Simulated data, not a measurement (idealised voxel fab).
process module | voxel capacitor over wiring
cross-section cut | 190 nm wide | cells 5 nm
A cross-section is a grid of square cells, given in bands from the top down. A band is one or more rows of cells.
Each band's line starts with the height of the band's top and of its bottom, in nm. Then come its materials from left to right, each with its width in nm. One material with "throughout" fills the band from edge to edge. "air" is empty space.
Height 0 is the level under which the wafer as received is all one material. The lowest band goes on downwards, as in "0 down".
A width such as "30 to 40" changes by the same amount from each row of cells to the next, from the band's top row to its bottom row.
"no change" after a step means that no cell of the cross-section changed.
closed voids: empty space of 8 cells or more with no open way to the top, each as width x height at its distance from the left edge, in nm
after a step's settings: what the simulator itself notes on the step
overlay nm, on a step with a mask: how far to the right of its planned place the mask lay; to the left if negative
plan
1 op RECEIVE | material Si
2 op CONFORMAL_DEP | material SiO2 | thk nm 15
3 op DIRECTIONAL_DEP | material TiN | thk nm 5
4 op DIRECTIONAL_DEP | material Ru | thk nm 15
5 op PATTERN | tone cover | mask id METAL_1 | material resist | width nm 30 | pitch nm 95 | thk nm 20 | overlay nm 0
6 op DIRECTIONAL_ETCH | etch materials Ru | depth nm 15
7 op DIRECTIONAL_ETCH | etch materials TiN | depth nm 5
8 op STRIP | etch materials resist
9 op FILL_DEP | material lowk | thk nm 5
10 op CMP | height nm 35
11 op CONFORMAL_DEP | material SiCN | thk nm 5
12 op DIRECTIONAL_DEP | material SiO2 | thk nm 20
13 op DIRECTIONAL_DEP | material aC | thk nm 10
14 op PATTERN | tone open | mask id PLUG_1 | material resist | width nm 15 | thk nm 25 | overlay nm 0
15 op DIRECTIONAL_ETCH | etch materials aC | depth nm 10
16 op STRIP | etch materials resist
17 op DIRECTIONAL_ETCH | etch materials SiO2 | depth nm 20
18 op DIRECTIONAL_ETCH | etch materials SiCN | depth nm 5
19 op STRIP | etch materials aC
20 op EPI | material Ru | thk nm 10
21 op EPI | material Ru | thk nm 10
22 op EPI | material Ru | thk nm 5
23 op DIRECTIONAL_DEP | material TiN | thk nm 5
24 op DIRECTIONAL_DEP | material Al2O3 | thk nm 5
25 op DIRECTIONAL_DEP | material TiN | thk nm 10
26 op DIRECTIONAL_DEP | material aC | thk nm 10
27 op PATTERN | tone cover | mask id UPPER_PLATE | material resist | width nm 70 | thk nm 25 | overlay nm 0
28 op DIRECTIONAL_ETCH | etch materials aC | depth nm 10
29 op STRIP | etch materials resist
30 op DIRECTIONAL_ETCH | etch materials TiN | depth nm 10
31 op DIRECTIONAL_ETCH | etch materials Al2O3 | depth nm 5
32 op STRIP | etch materials aC
33 op DIRECTIONAL_DEP | material aC | thk nm 15
34 op PATTERN | tone cover | mask id LOWER_PLATE | material resist | width nm 80 | thk nm 35 | overlay nm 0
35 op DIRECTIONAL_ETCH | etch materials aC | depth nm 15
36 op STRIP | etch materials resist
37 op DIRECTIONAL_ETCH | etch materials TiN | depth nm 5
38 op STRIP | etch materials aC
39 op FILL_DEP | material SiO2 | thk nm 15
40 op CMP | height nm 90
41 op MASKED_ETCH | tone open | mask id PLUG_2 | width nm 15 | etch materials SiO2 | depth nm 10 | overlay nm 0
42 op CONFORMAL_DEP | material TiN | thk nm 5
43 op FILL_DEP | material W | thk nm 10
44 op CMP | height nm 90
45 op CONFORMAL_DEP | material SiCN | thk nm 5
as received, after step 1
  0 down: Si throughout
  closed voids: none
first wafer at the end, as planned
  95 to 90: SiCN throughout
  90 to 85: SiO2 55 | TiN 5 | W 5 | TiN 5 | SiO2 120
  85 to 80: SiO2 55 | TiN 15 | SiO2 120
  80 to 70: SiO2 45 | TiN 70 | SiO2 75
  70 to 65: SiO2 45 | Al2O3 70 | SiO2 75
  65 to 60: SiO2 40 | TiN 80 | SiO2 70
  60 to 40: SiO2 45 | Ru 15 | SiO2 130
  40 to 35: SiCN 45 | Ru 15 | SiCN 130
  35 to 20: lowk 30 | Ru 30 | lowk 65 | Ru 30 | lowk 35
  20 to 15: lowk 30 | TiN 30 | lowk 65 | TiN 30 | lowk 35
  15 to 0: SiO2 throughout
  0 down: Si throughout
  closed voids: none
second wafer at the end: like start, like plan, one mistake
  95 to 90: SiCN throughout
  90 to 85: SiO2 55 | TiN 5 | W 5 | TiN 5 | SiO2 120
  85 to 80: SiO2 55 | TiN 15 | SiO2 120
  80 to 70: SiO2 60 | TiN 55 | SiO2 75
  70 to 65: SiO2 45 | TiN 15 | Al2O3 55 | SiO2 75
  65 to 60: SiO2 40 | TiN 80 | SiO2 70
  60 to 55: SiO2 45 | Al2O3 15 | SiO2 130
  55 to 50: SiO2 45 | TiN 15 | SiO2 130
  50 to 40: SiO2 throughout
  40 to 35: SiCN throughout
  35 to 20: lowk 30 | Ru 30 | lowk 65 | Ru 30 | lowk 35
  20 to 15: lowk 30 | TiN 30 | lowk 65 | TiN 30 | lowk 35
  15 to 0: SiO2 throughout
  0 down: Si throughout
  closed voids: none
what went wrong: step 17 ran as: op DIRECTIONAL_ETCH | etch materials SiO2 | depth nm 10
at the end the second wafer has, in cells: 15 fewer of Ru | 3 more of SiCN | 12 more of SiO2
